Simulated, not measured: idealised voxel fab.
Title: Process Module voxel air gaps
The figure presents cross-section cut, which has a width of 195 nm and is divided into square cells with an edge length of 5 nm.
Throughout this document, each cross-section is represented as a grid of square cells and is presented as a sequence of bands enumerated from the top downward, where a band comprises one or more rows of cells. First you get the band's top height and its bottom height, in nm, and then the materials it's made of, left to right, with each width in nm. If you see a single material with "all across", that one covers the band edge to edge. "air" is empty space. All heights in this document are referenced to 0, defined as the level beneath which the wafer, as received, consists entirely of one material. The lowest band is not bounded below; it extends indefinitely downward and is written in the form "0..down". Top row gets the first number, bottom row gets the second, and each row in between changes by the same step: that is how a band width like "30->40" works. "nothing changed" after a step means that no cell of the cross-section changed. Entrapped void list: empty space of 8 cells or more with no open way to the top, each as width x height at its distance from the left edge, in nm. Text after the settings on a step's line: the simulator's own remark on that step. overlay nm: where the mask lay relative to plan, measured to the right, on steps with a mask; negatives go left.
Below is the list of planned process steps
| 1 | RECEIVE: material Si |
| 2 | CONFORMAL_DEP: material SiO2, thk nm 15 |
| 3 | CONFORMAL_DEP: material SiN, thk nm 5 |
| 4 | DIRECTIONAL_DEP: material SiO2, thk nm 40 |
| 5 | DIRECTIONAL_DEP: material aC, thk nm 15 |
| 6 | PATTERN: tone open, mask id LINES, material resist, width nm 15, pitch nm 45, thk nm 35, overlay nm 0 |
| 7 | DIRECTIONAL_ETCH: etch materials aC, depth nm 15 |
| 8 | STRIP: etch materials resist |
| 9 | DIRECTIONAL_ETCH: etch materials SiO2, depth nm 40 |
| 10 | STRIP: etch materials aC |
| 11 | CONFORMAL_DEP: material TiN, thk nm 5 |
| 12 | FILL_DEP: material W, thk nm 5 |
| 13 | CMP: height nm 60 |
| 14 | EPI: material Ru, thk nm 10 |
| 15 | SELECTIVE_ETCH: etch materials SiO2, depth nm 50 |
| 16 | CONFORMAL_DEP: material SiN, thk nm 5 |
Cross-section of the wafer as it came to us, i.e., already through step 1
    0..down: Si all across
    Entrapped void list: none
Post-module cross-section: identical start and plan to those above, one misstep in execution
    75..70: 30 air, 135 SiN, 30 air
    70..60: 30 air, 5 SiN, 35 Ru, 10 SiN, 35 Ru, 10 SiN, 35 Ru, 5 SiN, 30 air
    60..55: 30 air, 15 SiN, 5 TiN, 5 W, 5 TiN, 30 SiN, 5 TiN, 5 W, 5 TiN, 30 SiN, 5 TiN, 5 W, 5 TiN, 15 SiN, 30 air
    55..35: 40 air, 5 SiN, 5 TiN, 5 W, 5 TiN, 5 SiN, 20 air, 5 SiN, 5 TiN, 5 W, 5 TiN, 5 SiN, 20 air, 5 SiN, 5 TiN, 5 W, 5 TiN, 5 SiN, 40 air
    35..30: 45 SiN, 15 TiN, 30 SiN, 15 TiN, 30 SiN, 15 TiN, 45 SiN
    30..15: SiN all across
    15..0: SiO2 all across
    0..down: Si all across
    Entrapped void list: 20 x 20 at 65; 20 x 20 at 110
What went wrong in running the wafer? step 3 deviated from plan and actually ran as CONFORMAL_DEP: material SiN, thk nm 15
